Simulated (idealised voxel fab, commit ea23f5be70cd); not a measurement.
The following is a process module called voxel spacer lines.
The figure presents cross-section cut, which has a width of 175 nm and is divided into square cells with an edge length of 5 nm.
We lay out every cross-section as a grid of square cells and spell it out in bands from the top down, where one band means one or more rows of cells.
A band entry consists of two parts. The first gives the height of the band's top and the height of its bottom, in nm. The rest lists the band's materials from left to right, each with its width in nm. A single material labelled with the word "all across" fills the band from edge to edge, and the word "air" marks empty space.
Basically, 0 is our baseline, since under it the wafer straight out of the box is all one material. The bottom band has no lower end and keeps on going down, so it looks like "0 and below".
With a width like "30->40", each row of cells in the band differs from the next by the same amount, the top row carrying the first number and the bottom row the second.
Key: "remains unaltered" - step with no changed cell in the cross-section.
"closed voids" means: voids of 8 cells or more that are shut off from the top with no open way through. Written width x height at distance, distance from the left edge, in nm.
On each step's line, the part that comes after the settings is the simulator's own comment on the step.
overlay nm: how far to the right of its planned place the mask lay on this masked step (negative: to the left).
-- Steps planned for the process
step 1: op RECEIVE | material Si
step 2: op CONFORMAL_DEP | material Al2O3 | thk nm 5
step 3: op DIRECTIONAL_DEP | material SiN | thk nm 10
step 4: op DIRECTIONAL_DEP | material polySi | thk nm 30
step 5: op PATTERN | tone cover | mask id MANDREL | material resist | width nm 15 | pitch nm 50 | thk nm 35 | overlay nm 0
step 6: op DIRECTIONAL_ETCH | etch materials polySi | depth nm 30
step 7: op STRIP | etch materials resist
step 8: op CONFORMAL_DEP | material SiO2 | thk nm 10
step 9: op DIRECTIONAL_ETCH | etch materials SiO2 | depth nm 10
step 10: op STRIP | etch materials polySi
step 11: op DIRECTIONAL_ETCH | etch materials SiN | depth nm 10
step 12: op STRIP | etch materials SiO2
step 13: op FILL_DEP | material SiO2 | thk nm 5
step 14: op CMP | height nm 15
-- Delivered wafer in cross-section: state after step 1
0 and below: Si all across
closed voids: none
-- The following cross-section depicts the wafer upon conclusion of the module. Processing commenced from the starting condition illustrated above and adhered to the plan illustrated above, save for one mistake in execution
15 down to 10: SiO2 all across
10 down to 0: SiO2: 45, SiN: 10, SiO2: 15, SiN: 10, SiO2: 15, SiN: 10, SiO2: 15, SiN: 10, SiO2: 45
0 and below: Si all across
closed voids: none
The plan and the run diverged here: step 2 was dropped from the plan's execution and never run
